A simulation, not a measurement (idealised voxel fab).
Process module heading - voxel transistor to metal
Cross-sectional view cut (width: 195 nm; square cell size: 5 nm).
Reading order for cross-sections: top band down to bottom band. Underlying form: a grid of square cells. Band size: one or more rows of cells.
Within each band entry, the heights of the top and of the bottom of the band appear first, in that order and in nm; the materials of the band then follow from left to right, each with its corresponding width in nm. The designation "everywhere" on a single material indicates that it fills the band from edge to edge; the designation "blank" indicates empty space.
Convention: height 0 is the level below which the wafer, as received, is all one material. The lowest band does not terminate at the bottom but continues downward, represented as "top 0, no bottom".
With a width like "30..40", each row of cells in the band differs from the next by the same amount, the top row carrying the first number and the bottom row the second.
"no modifications" means the step left every cell of the cross-section as it was.
Reported under the label "Unvented voids" are the empty spaces having no open way to the top and comprising 8 cells or more; the notation for each is width x height at distance, in which the distance is measured from the left edge and all three values are in nm.
On a step's line, text after the settings is the simulator commenting on that step.
The "overlay nm" setting may appear on a step's line; for a step that uses a mask, it gives how far to the right of its planned position the mask lay, and a negative value indicates the left.
The planned process steps are enumerated hereunder:
step 1: RECEIVE (material Si)
step 2: OXIDIZE (depth nm 5)
step 3: CONFORMAL_DEP (material SiN; thk nm 15)
step 4: MASKED_ETCH (tone cover; mask id ACTIVE; width nm 105; etch materials SiN; depth nm 15; overlay nm 0)
step 5: MASKED_ETCH (tone cover; mask id ACTIVE; width nm 105; etch materials SiO2; depth nm 5; overlay nm 0)
step 6: MASKED_ETCH (tone cover; mask id ACTIVE; width nm 105; etch materials Si; depth nm 25; overlay nm 0)
step 7: FILL_DEP (material SiO2; thk nm 15)
step 8: CMP (height nm 15)
step 9: SELECTIVE_ETCH (etch materials SiO2; depth nm 5)
step 10: STRIP (etch materials SiN)
step 11: SELECTIVE_ETCH (etch materials SiO2; depth nm 5)
step 12: OXIDIZE (depth nm 5)
step 13: DIRECTIONAL_DEP (material polySi; thk nm 25)
step 14: DIRECTIONAL_DEP (material SiCN; thk nm 10)
step 15: MASKED_ETCH (tone cover; mask id GATE; width nm 15; etch materials SiCN; depth nm 20; overlay nm 0)
step 16: MASKED_ETCH (tone cover; mask id GATE; width nm 15; etch materials polySi; depth nm 35; overlay nm 0)
step 17: CONFORMAL_DEP (material SiO2; thk nm 5)
step 18: DIRECTIONAL_ETCH (etch materials SiO2; depth nm 5)
step 19: CONFORMAL_DEP (material SiN; thk nm 5)
step 20: DIRECTIONAL_ETCH (etch materials SiN; depth nm 5)
step 21: DIRECTIONAL_ETCH (etch materials SiO2; depth nm 5)
step 22: DIRECTIONAL_ETCH (etch materials Si; depth nm 5)
step 23: EPI (material SiGe; thk nm 10)
step 24: FILL_DEP (material SiO2; thk nm 5)
step 25: CMP (height nm 30)
step 26: DIRECTIONAL_DEP (material SiO2; thk nm 10)
step 27: DIRECTIONAL_DEP (material aC; thk nm 15)
step 28: PATTERN (tone open; mask id CONTACT; material resist; width nm 35; pitch nm 60; thk nm 35; overlay nm 0)
step 29: DIRECTIONAL_ETCH (etch materials aC; depth nm 15)
step 30: STRIP (etch materials resist)
step 31: DIRECTIONAL_ETCH (etch materials SiO2; depth nm 45)
step 32: STRIP (etch materials aC)
step 33: CONFORMAL_DEP (material TiN; thk nm 5)
step 34: FILL_DEP (material Ru; thk nm 10)
step 35: CMP (height nm 40)
step 36: CONFORMAL_DEP (material SiN; thk nm 5)
step 37: DIRECTIONAL_DEP (material lowk; thk nm 25)
step 38: MASKED_ETCH (tone open; mask id METAL_1; width nm 20; pitch nm 75; etch materials lowk; depth nm 25; overlay nm 0)
step 39: MASKED_ETCH (tone open; mask id METAL_1; width nm 20; pitch nm 75; etch materials SiN; depth nm 5; overlay nm 0)
step 40: CONFORMAL_DEP (material TiN; thk nm 5)
step 41: FILL_DEP (material W; thk nm 10)
step 42: CMP (height nm 70)
step 43: CONFORMAL_DEP (material SiCN; thk nm 5)
This is the cross-section of the wafer as we received it, i.e. after step 1:
	top 0, no bottom: Si everywhere
	Unvented voids: none
The plan above was carried out on the starting structure above with one mistake, and this cross-section shows the wafer at the end of the module:
	top 75, bottom 70: SiCN everywhere
	top 70, bottom 45: lowk (50); TiN (5); W (10); TiN (5); lowk (55); TiN (5); W (10); TiN (5); lowk (50)
	top 45, bottom 40: SiN (50); TiN (20); SiN (55); TiN (20); SiN (50)
	top 40, bottom 30: SiO2 (50); TiN (5); Ru (25..20); TiN (5..10); SiO2 (25); TiN (5..10); Ru (25..20); TiN (5); SiO2 (50)
	top 30, bottom 25: SiO2 (50); TiN (5); Ru (20); TiN (5); SiN (5); SiO2 (5); SiCN (15); SiO2 (5); SiN (5); TiN (5); Ru (20); TiN (5); SiO2 (50)
	top 25, bottom 10: SiO2 (50); TiN (5); Ru (20); TiN (5); SiN (5); SiO2 (5); polySi (15); SiO2 (5); SiN (5); TiN (5); Ru (20); TiN (5); SiO2 (50)
	top 10, bottom 5: SiO2 (50); TiN (30); SiN (5); SiO2 (5); polySi (15); SiO2 (5); SiN (5); TiN (30); SiO2 (50)
	top 5, bottom 0: SiO2 (50); SiN (5); SiGe (10); TiN (5); SiGe (10); SiN (5); SiO2 (5); polySi (15); SiO2 (5); SiN (5); SiGe (10); TiN (5); SiGe (10); SiN (5); SiO2 (50)
	top 0, bottom -5: SiO2 (55); SiGe (25); SiO2 (35); SiGe (25); SiO2 (55)
	top -5, bottom -10: SiO2 (45); Si (10); SiGe (25); Si (35); SiGe (25); Si (10); SiO2 (45)
	top -10, bottom -30: SiO2 (45); Si (105); SiO2 (45)
	top -30, no bottom: Si everywhere
	Unvented voids: none
The plan and the run diverged here: steps 10 and 11 of the plan were run in the wrong order, each in the other's place
